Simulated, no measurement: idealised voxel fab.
The process module that follows is named voxel tone inversion.
We display cut, a cross-section 275 nm in width whose square cells are each 5 nm.
Notation: cross-section as square-cell grid; stated in bands, top first, going down; one or more cell rows per band. Quick guide to a band line: top height, bottom height (nm) up front; then every material left to right with its width in nm. Only one material and it's marked "all across"? Then it fills the band edge to edge. And "empty" just means empty space. Beneath 0, the wafer as received is one material, and that level is where height counting begins. The lowest band goes on downward without a bottom; it is written like "from 0 down". Top row gets the first number, bottom row gets the second, and each row in between changes by the same step: that is how a band width like "30 to 40" works. "all unchanged" (step): cross-section cells unchanged, all of them. Empty spaces counting at least 8 cells and having no open way to the top are listed in "Sealed voids". The notation width x height at distance is used for each, the distance being from the left edge and all three values in nm. Heads up: the bit after the settings on a step's line is the simulator's remark on that step. Each step line may optionally specify "overlay nm", which for a step with a mask gives the rightward distance between the mask's planned place and where it lay, a negative value indicating the leftward direction.

This section lists the process steps that were planned:
1,op RECEIVE | material Si
2,op CONFORMAL_DEP | material SiCN | thk nm 10
3,op DIRECTIONAL_DEP | material polySi | thk nm 15
4,op PATTERN | tone cover | mask id POSTS | material resist | width nm 20 | pitch nm 40 | thk nm 25 | overlay nm -15
5,op DIRECTIONAL_ETCH | etch materials polySi | depth nm 15
6,op STRIP | etch materials resist
7,op FILL_DEP | material lowk | thk nm 10
8,op CMP | height nm 25
9,op STRIP | etch materials polySi
10,op CONFORMAL_DEP | material TiN | thk nm 5
11,op FILL_DEP | material Ru | thk nm 10
12,op CMP | height nm 25
13,op CONFORMAL_DEP | material SiN | thk nm 5
Split variable: overlay nm, step 4. Plan value = first wafer. Wafers start alike.

Cross-section: the first of several wafers in its as-received state, i.e. following step 1:
from 0 down: Si all across
Sealed voids: none

End of the module, past its last step, step 13: how the first of several wafers looks in cross-section:
from 30 to 25: SiN all across
from 25 to 15: lowk=50 | TiN=5 | Ru=10 | TiN=5 | lowk=20 | TiN=5 | Ru=10 | TiN=5 | lowk=20 | TiN=5 | Ru=10 | TiN=5 | lowk=20 | TiN=5 | Ru=10 | TiN=5 | lowk=85
from 15 to 10: lowk=50 | TiN=20 | lowk=20 | TiN=20 | lowk=20 | TiN=20 | lowk=20 | TiN=20 | lowk=85
from 10 to 0: SiCN all across
from 0 down: Si all across
Sealed voids: none

Cross-section, module end, final of several wafers:
from 30 to 25: SiN all across
from 25 to 15: lowk=80 | TiN=5 | Ru=10 | TiN=5 | lowk=20 | TiN=5 | Ru=10 | TiN=5 | lowk=20 | TiN=5 | Ru=10 | TiN=5 | lowk=20 | TiN=5 | Ru=10 | TiN=5 | lowk=55
from 15 to 10: lowk=80 | TiN=20 | lowk=20 | TiN=20 | lowk=20 | TiN=20 | lowk=20 | TiN=20 | lowk=55
from 10 to 0: SiCN all across
from 0 down: Si all across
Sealed voids: none

Here is how to read the rows: every wafer has a row, and it shows the wafer at the end of the module, giving for each material how many cells were gained (+) or lost (-) since the wafer was received, then listing its closed voids:
overlay nm -15; +16 Ru; +110 SiCN; +55 SiN; +32 TiN; +117 lowk; Sealed voids: none
overlay nm -10; +16 Ru; +110 SiCN; +55 SiN; +32 TiN; +117 lowk; Sealed voids: none
overlay nm -5; +16 Ru; +110 SiCN; +55 SiN; +32 TiN; +117 lowk; Sealed voids: none
overlay nm 0; +16 Ru; +110 SiCN; +55 SiN; +32 TiN; +117 lowk; Sealed voids: none
overlay nm 5; +16 Ru; +110 SiCN; +55 SiN; +32 TiN; +117 lowk; Sealed voids: none
overlay nm 10; +16 Ru; +110 SiCN; +55 SiN; +32 TiN; +117 lowk; Sealed voids: none
overlay nm 15; +16 Ru; +110 SiCN; +55 SiN; +32 TiN; +117 lowk; Sealed voids: none
